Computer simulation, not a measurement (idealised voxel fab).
The following process module bears the name voxel capacitor over wiring.
In the cross-section labelled cut, the width is 165 nm and each square cell is 5 nm.
Bands, listed from the top down, are how a cross-section gets written in this document; the cross-section itself is a grid of square cells, and a band is one or more rows of them.
Read a band's entry like this: the first values are the height of its top and the height of its bottom in nm, and what follows is the sequence of materials from left to right, each with its width in nm. Note that "blank" is empty space, and that a single material marked "full width" reaches across the band from edge to edge.
Heights are expressed relative to 0, this being the level below which the as-received wafer comprises one material exclusively. The lowest band is unbounded in the downward direction and is denoted as in "from 0 down".
With a width like "30->40", each row of cells in the band differs from the next by the same amount, the top row carrying the first number and the bottom row the second.
"stayed the same" means the step left every cell of the cross-section as it was.
"Internal closed voids": empty spaces of 8 cells or more with no open way to the top, each given as width x height at distance, distance from the left edge, all in nm.
Text after the settings on a step's line: the simulator's own remark on that step.
overlay nm: how far to the right of its planned place the mask lay on this masked step (negative: to the left).

Intended process steps:
- 1: RECEIVE (material Si)
- 2: CONFORMAL_DEP (material SiO2; thk nm 10)
- 3: DIRECTIONAL_DEP (material TiN; thk nm 5)
- 4: DIRECTIONAL_DEP (material W; thk nm 15)
- 5: PATTERN (tone cover; mask id METAL_1; material resist; width nm 30; pitch nm 85; thk nm 15; overlay nm 0)
- 6: DIRECTIONAL_ETCH (etch materials W; depth nm 15)
- 7: DIRECTIONAL_ETCH (etch materials TiN; depth nm 5)
- 8: STRIP (etch materials resist)
- 9: FILL_DEP (material SiO2; thk nm 5)
- 10: CMP (height nm 30)
- 11: CONFORMAL_DEP (material SiCN; thk nm 5)
- 12: DIRECTIONAL_DEP (material SiO2; thk nm 10)
- 13: MASKED_ETCH (tone open; mask id PLUG_1; width nm 15; etch materials SiO2; depth nm 10; overlay nm 0)
- 14: MASKED_ETCH (tone open; mask id PLUG_1; width nm 15; etch materials SiCN; depth nm 5; overlay nm 0)
- 15: EPI (material Ru; thk nm 10)
- 16: EPI (material Ru; thk nm 5)
- 17: DIRECTIONAL_DEP (material TiN; thk nm 5)
- 18: DIRECTIONAL_DEP (material SiN; thk nm 5)
- 19: DIRECTIONAL_DEP (material TiN; thk nm 5)
- 20: MASKED_ETCH (tone cover; mask id UPPER_PLATE; width nm 60; etch materials TiN; depth nm 5; overlay nm 0)
- 21: MASKED_ETCH (tone cover; mask id UPPER_PLATE; width nm 60; etch materials SiN; depth nm 5; overlay nm -15)
- 22: MASKED_ETCH (tone cover; mask id LOWER_PLATE; width nm 70; etch materials TiN; depth nm 5; overlay nm 0)
- 23: FILL_DEP (material SiO2; thk nm 20)
- 24: CMP (height nm 75)
- 25: PATTERN (tone open; mask id PLUG_2; material resist; width nm 15; thk nm 20; overlay nm 0)
- 26: DIRECTIONAL_ETCH (etch materials SiO2; depth nm 15)
- 27: STRIP (etch materials resist)
- 28: CONFORMAL_DEP (material TiN; thk nm 5)
- 29: FILL_DEP (material W; thk nm 5)
- 30: CMP (height nm 75)
- 31: CONFORMAL_DEP (material SiN; thk nm 5)
Among the wafers covered here, the point of difference is the overlay nm at step 21; their starting state is shared, and the plan presents the value of the first wafer.

first wafer as received, after step 1:
> from 0 down = Si full width
> Internal closed voids: none

Cross-section of the first of several wafers, taken after step 31, where the module ends:
> from 80 to 75 = SiN full width
> from 75 to 65 = SiO2=50, TiN=5, W=5, TiN=5, SiO2=100
> from 65 to 55 = SiO2=50->40, TiN=15->60, SiO2=100->65
> from 55 to 50 = SiO2=25, SiN=75, SiO2=65
> from 50 to 45 = SiO2=25, TiN=80, SiO2=60
> from 45 to 35 = SiO2=40, Ru=15, SiO2=110
> from 35 to 30 = SiCN=40, Ru=15, SiCN=110
> from 30 to 15 = SiO2=25, W=30, SiO2=55, W=30, SiO2=25
> from 15 to 10 = SiO2=25, TiN=30, SiO2=55, TiN=30, SiO2=25
> from 10 to 0 = SiO2 full width
> from 0 down = Si full width
> Internal closed voids: none

Wafer cross-section (last wafer, module end):
> from 80 to 75 = SiN full width
> from 75 to 65 = SiO2=50, TiN=5, W=5, TiN=5, SiO2=100
> from 65 to 55 = SiO2=50->40, TiN=15->60, SiO2=100->65
> from 55 to 50 = SiO2=40, SiN=75, SiO2=50
> from 50 to 45 = SiO2=35, TiN=80, SiO2=50
> from 45 to 35 = SiO2=40, Ru=15, SiO2=110
> from 35 to 30 = SiCN=40, Ru=15, SiCN=110
> from 30 to 15 = SiO2=25, W=30, SiO2=55, W=30, SiO2=25
> from 15 to 10 = SiO2=25, TiN=30, SiO2=55, TiN=30, SiO2=25
> from 10 to 0 = SiO2 full width
> from 0 down = Si full width
> Internal closed voids: none

End of module, by wafer: material-by-material cell gain (+) or loss (-) since receipt, then closed voids:
overlay nm -15, +9 Ru, +30 SiCN, +48 SiN, +356 SiO2, +47 TiN, +38 W, Internal closed voids: none
overlay nm -10, +9 Ru, +30 SiCN, +47 SiN, +358 SiO2, +46 TiN, +38 W, Internal closed voids: none
overlay nm -5, +9 Ru, +30 SiCN, +46 SiN, +360 SiO2, +45 TiN, +38 W, Internal closed voids: none
overlay nm 0, +9 Ru, +30 SiCN, +45 SiN, +361 SiO2, +45 TiN, +38 W, Internal closed voids: none
overlay nm 5, +9 Ru, +30 SiCN, +46 SiN, +360 SiO2, +45 TiN, +38 W, Internal closed voids: none
overlay nm 10, +9 Ru, +30 SiCN, +47 SiN, +358 SiO2, +46 TiN, +38 W, Internal closed voids: none
overlay nm 15, +9 Ru, +30 SiCN, +48 SiN, +356 SiO2, +47 TiN, +38 W, Internal closed voids: none
